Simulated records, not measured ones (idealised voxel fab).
Proc. module: voxel self aligned contacts
We display cut, a cross-section 170 nm in width whose square cells are each 5 nm.
This document writes a cross-section as a grid whose cells are square, and gives it as bands, listed from the top down; one or more rows of cells form a band. Each band's line starts with the height of the band's top and of its bottom, in nm. Then come its materials from left to right, each with its width in nm. One material with "throughout" fills the band from edge to edge. "blank" is empty space. Height 0 is the level under which the wafer as received is all one material. The lowest band goes on downwards, as in "0 down". You'd read "30 to 40" like this: the band's top row of cells is as wide as the first number, its bottom row is as wide as the second, and going down, every row changes width by the same amount as the row before did. The designation "nothing got changed", where it is given for a processing step, indicates that no cell of the cross-section was altered in the course of that step. So "Closed void roster" is basically the list of trapped voids: any empty space of 8 cells or more that can't reach the top through an opening. They're written width x height at distance, the distance being from the left edge, and it's all nm. Post-settings text on a step line: simulator's own remark regarding the step. A step's line can hold "overlay nm"; with a mask on that step, the setting says how far right of the planned place the mask lay, while a negative setting says it lay to the left.

Set out below are the planned steps of the process:
1) op RECEIVE | material Si
2) op OXIDIZE | depth nm 5
3) op DIRECTIONAL_DEP | material polySi | thk nm 30
4) op DIRECTIONAL_DEP | material SiN | thk nm 25
5) op DIRECTIONAL_DEP | material aC | thk nm 15
6) op PATTERN | tone cover | mask id GATE | material resist | width nm 30 | pitch nm 75 | thk nm 35 | overlay nm 0
7) op DIRECTIONAL_ETCH | etch materials aC | depth nm 15
8) op STRIP | etch materials resist
9) op DIRECTIONAL_ETCH | etch materials SiN | depth nm 25
10) op DIRECTIONAL_ETCH | etch materials polySi | depth nm 30
11) op STRIP | etch materials aC
12) op CONFORMAL_DEP | material SiN | thk nm 10
13) op DIRECTIONAL_ETCH | etch materials SiN | depth nm 10
14) op FILL_DEP | material SiO2 | thk nm 15
15) op CMP | height nm 60
16) op MASKED_ETCH | tone open | mask id CONTACT | width nm 55 | etch materials SiO2 | depth nm 65 | overlay nm 0
17) op CONFORMAL_DEP | material TiN | thk nm 5
18) op FILL_DEP | material W | thk nm 5
19) op CMP | height nm 60
20) op CONFORMAL_DEP | material SiN | thk nm 5

Account of the first of two wafers, which was processed as intended:

This is the cross-section of the wafer as we received it, i.e. after step 1:
- 0 down = Si throughout
- Closed void roster: none

After step 2:
- 0 to -5 = SiO2 throughout
- For the remainder of the cross-section, below -5, there is no change.

After step 3:
- 30 to 0 = polySi throughout
- For the remainder of the cross-section, below 0, there is no change.

After step 4:
- 55 to 30 = SiN throughout
- For the remainder of the cross-section, below 30, there is no change.

After step 5:
- 70 to 55 = aC throughout
- For the remainder of the cross-section, below 55, there is no change.

After step 6:
- 105 to 70 = 30 blank | 30 resist | 45 blank | 30 resist | 35 blank
- For the remainder of the cross-section, below 70, there is no change.

After step 7:
- 90 to 70 = 30 blank | 30 resist | 45 blank | 30 resist | 35 blank
- 70 to 55 = 30 blank | 30 aC | 45 blank | 30 aC | 35 blank
- For the remainder of the cross-section, below 55, there is no change.

After step 8:
- 70 to 55 = 30 blank | 30 aC | 45 blank | 30 aC | 35 blank
- For the remainder of the cross-section, below 55, there is no change.

After step 9:
- 70 to 55 = 30 blank | 30 aC | 45 blank | 30 aC | 35 blank
- 55 to 30 = 30 blank | 30 SiN | 45 blank | 30 SiN | 35 blank
- For the remainder of the cross-section, below 30, there is no change.

After step 10:
- 70 to 55 = 30 blank | 30 aC | 45 blank | 30 aC | 35 blank
- 55 to 30 = 30 blank | 30 SiN | 45 blank | 30 SiN | 35 blank
- 30 to 0 = 30 blank | 30 polySi | 45 blank | 30 polySi | 35 blank
- For the remainder of the cross-section, below 0, there is no change.

After step 11:
- 55 to 30 = 30 blank | 30 SiN | 45 blank | 30 SiN | 35 blank
- For the remainder of the cross-section, below 30, there is no change.

After step 12:
- 65 to 30 = 20 blank | 50 SiN | 25 blank | 50 SiN | 25 blank
- 30 to 10 = 20 blank | 10 SiN | 30 polySi | 10 SiN | 25 blank | 10 SiN | 30 polySi | 10 SiN | 25 blank
- 10 to 0 = 30 SiN | 30 polySi | 45 SiN | 30 polySi | 35 SiN
- For the remainder of the cross-section, below 0, there is no change.

After step 13:
- 55 to 30 = 20 blank | 50 SiN | 25 blank | 50 SiN | 25 blank
- 30 to 0 = 20 blank | 10 SiN | 30 polySi | 10 SiN | 25 blank | 10 SiN | 30 polySi | 10 SiN | 25 blank
- For the remainder of the cross-section, below 0, there is no change.

After step 14:
- 70 to 55 = SiO2 throughout
- 55 to 30 = 20 SiO2 | 50 SiN | 25 SiO2 | 50 SiN | 25 SiO2
- 30 to 0 = 20 SiO2 | 10 SiN | 30 polySi | 10 SiN | 25 SiO2 | 10 SiN | 30 polySi | 10 SiN | 25 SiO2
- For the remainder of the cross-section, below 0, there is no change.

After step 15:
- 60 to 55 = SiO2 throughout
- For the remainder of the cross-section, below 55, there is no change.

After step 16:
- 60 to 55 = 55 SiO2 | 55 blank | 60 SiO2
- 55 to 30 = 20 SiO2 | 50 SiN | 25 blank | 50 SiN | 25 SiO2
- 30 to 0 = 20 SiO2 | 10 SiN | 30 polySi | 10 SiN | 25 blank | 10 SiN | 30 polySi | 10 SiN | 25 SiO2
- 0 to -5 = 70 SiO2 | 25 blank | 75 SiO2
- For the remainder of the cross-section, below -5, there is no change.

After step 17:
- 65 to 60 = 60 TiN | 45 blank | 65 TiN
- 60 to 55 = 55 SiO2 | 20 TiN | 15 blank | 20 TiN | 60 SiO2
- 55 to 30 = 20 SiO2 | 50 SiN | 5 TiN | 15 blank | 5 TiN | 50 SiN | 25 SiO2
- 30 to 0 = 20 SiO2 | 10 SiN | 30 polySi | 10 SiN | 5 TiN | 15 blank | 5 TiN | 10 SiN | 30 polySi | 10 SiN | 25 SiO2
- 0 to -5 = 70 SiO2 | 25 TiN | 75 SiO2
- For the remainder of the cross-section, below -5, there is no change.

After step 18:
- 70 to 65 = W throughout
- 65 to 60 = 60 TiN | 45 W | 65 TiN
- 60 to 55 = 55 SiO2 | 20 TiN | 15 W | 20 TiN | 60 SiO2
- 55 to 30 = 20 SiO2 | 50 SiN | 5 TiN | 15 W | 5 TiN | 50 SiN | 25 SiO2
- 30 to 0 = 20 SiO2 | 10 SiN | 30 polySi | 10 SiN | 5 TiN | 15 W | 5 TiN | 10 SiN | 30 polySi | 10 SiN | 25 SiO2
- For the remainder of the cross-section, below 0, there is no change.

After step 19:
- 60 to 55 = 55 SiO2 | 20 TiN | 15 W | 20 TiN | 60 SiO2
- For the remainder of the cross-section, below 55, there is no change.

After step 20:
- 65 to 60 = SiN throughout
- For the remainder of the cross-section, below 60, there is no change.

Second wafer: like start, like plan, one mistake. Through step 1 it matches the first wafer:

The second wafer cut through, at the time step 2 was supposed to be finished: nothing got changed

The second wafer cut through, at the time step 3 was supposed to be finished:
- 30 to 0 = polySi throughout
- For the remainder of the cross-section, below 0, there is no change.

The second wafer cut through, at the time step 4 was supposed to be finished:
- 55 to 30 = SiN throughout
- For the remainder of the cross-section, below 30, there is no change.

The second wafer cut through, at the time step 5 was supposed to be finished:
- 70 to 55 = aC throughout
- For the remainder of the cross-section, below 55, there is no change.

The second wafer cut through, at the time step 6 was supposed to be finished:
- 105 to 70 = 30 blank | 30 resist | 45 blank | 30 resist | 35 blank
- For the remainder of the cross-section, below 70, there is no change.

The second wafer cut through, at the time step 7 was supposed to be finished:
- 90 to 70 = 30 blank | 30 resist | 45 blank | 30 resist | 35 blank
- 70 to 55 = 30 blank | 30 aC | 45 blank | 30 aC | 35 blank
- For the remainder of the cross-section, below 55, there is no change.

The second wafer cut through, at the time step 8 was supposed to be finished:
- 70 to 55 = 30 blank | 30 aC | 45 blank | 30 aC | 35 blank
- For the remainder of the cross-section, below 55, there is no change.

The second wafer cut through, at the time step 9 was supposed to be finished:
- 70 to 55 = 30 blank | 30 aC | 45 blank | 30 aC | 35 blank
- 55 to 30 = 30 blank | 30 SiN | 45 blank | 30 SiN | 35 blank
- For the remainder of the cross-section, below 30, there is no change.

The second wafer cut through, at the time step 10 was supposed to be finished:
- 70 to 55 = 30 blank | 30 aC | 45 blank | 30 aC | 35 blank
- 55 to 30 = 30 blank | 30 SiN | 45 blank | 30 SiN | 35 blank
- 30 to 0 = 30 blank | 30 polySi | 45 blank | 30 polySi | 35 blank
- For the remainder of the cross-section, below 0, there is no change.

The second wafer cut through, at the time step 11 was supposed to be finished:
- 55 to 30 = 30 blank | 30 SiN | 45 blank | 30 SiN | 35 blank
- For the remainder of the cross-section, below 30, there is no change.

The second wafer cut through, at the time step 12 was supposed to be finished:
- 65 to 30 = 20 blank | 50 SiN | 25 blank | 50 SiN | 25 blank
- 30 to 10 = 20 blank | 10 SiN | 30 polySi | 10 SiN | 25 blank | 10 SiN | 30 polySi | 10 SiN | 25 blank
- 10 to 0 = 30 SiN | 30 polySi | 45 SiN | 30 polySi | 35 SiN
- For the remainder of the cross-section, below 0, there is no change.

The second wafer cut through, at the time step 13 was supposed to be finished:
- 55 to 30 = 20 blank | 50 SiN | 25 blank | 50 SiN | 25 blank
- 30 to 0 = 20 blank | 10 SiN | 30 polySi | 10 SiN | 25 blank | 10 SiN | 30 polySi | 10 SiN | 25 blank
- For the remainder of the cross-section, below 0, there is no change.

The second wafer cut through, at the time step 14 was supposed to be finished:
- 70 to 55 = SiO2 throughout
- 55 to 30 = 20 SiO2 | 50 SiN | 25 SiO2 | 50 SiN | 25 SiO2
- 30 to 0 = 20 SiO2 | 10 SiN | 30 polySi | 10 SiN | 25 SiO2 | 10 SiN | 30 polySi | 10 SiN | 25 SiO2
- For the remainder of the cross-section, below 0, there is no change.

The second wafer cut through, at the time step 15 was supposed to be finished:
- 60 to 55 = SiO2 throughout
- For the remainder of the cross-section, below 55, there is no change.

The second wafer cut through, at the time step 16 was supposed to be finished:
- 60 to 55 = 55 SiO2 | 55 blank | 60 SiO2
- 55 to 30 = 20 SiO2 | 50 SiN | 25 blank | 50 SiN | 25 SiO2
- 30 to 0 = 20 SiO2 | 10 SiN | 30 polySi | 10 SiN | 25 blank | 10 SiN | 30 polySi | 10 SiN | 25 SiO2
- For the remainder of the cross-section, below 0, there is no change.

The second wafer cut through, at the time step 17 was supposed to be finished:
- 65 to 60 = 60 TiN | 45 blank | 65 TiN
- 60 to 55 = 55 SiO2 | 20 TiN | 15 blank | 20 TiN | 60 SiO2
- 55 to 30 = 20 SiO2 | 50 SiN | 5 TiN | 15 blank | 5 TiN | 50 SiN | 25 SiO2
- 30 to 5 = 20 SiO2 | 10 SiN | 30 polySi | 10 SiN | 5 TiN | 15 blank | 5 TiN | 10 SiN | 30 polySi | 10 SiN | 25 SiO2
- 5 to 0 = 20 SiO2 | 10 SiN | 30 polySi | 10 SiN | 25 TiN | 10 SiN | 30 polySi | 10 SiN | 25 SiO2
- For the remainder of the cross-section, below 0, there is no change.

The second wafer cut through, at the time step 18 was supposed to be finished:
- 70 to 65 = W throughout
- 65 to 60 = 60 TiN | 45 W | 65 TiN
- 60 to 55 = 55 SiO2 | 20 TiN | 15 W | 20 TiN | 60 SiO2
- 55 to 30 = 20 SiO2 | 50 SiN | 5 TiN | 15 W | 5 TiN | 50 SiN | 25 SiO2
- 30 to 5 = 20 SiO2 | 10 SiN | 30 polySi | 10 SiN | 5 TiN | 15 W | 5 TiN | 10 SiN | 30 polySi | 10 SiN | 25 SiO2
- For the remainder of the cross-section, below 5, there is no change.

The second wafer cut through, at the time step 19 was supposed to be finished:
- 60 to 55 = 55 SiO2 | 20 TiN | 15 W | 20 TiN | 60 SiO2
- For the remainder of the cross-section, below 55, there is no change.

The second wafer cut through, at the time step 20 was supposed to be finished:
- 65 to 60 = SiN throughout
- For the remainder of the cross-section, below 60, there is no change.
Finding, execution versus plan: plan step 2 skipped
Upon completion, the second wafer contains, in terms of cells, a greater or smaller amount of certain materials than the first wafer: 34 more of Si | 29 fewer of SiO2 | 2 fewer of TiN | 3 fewer of W
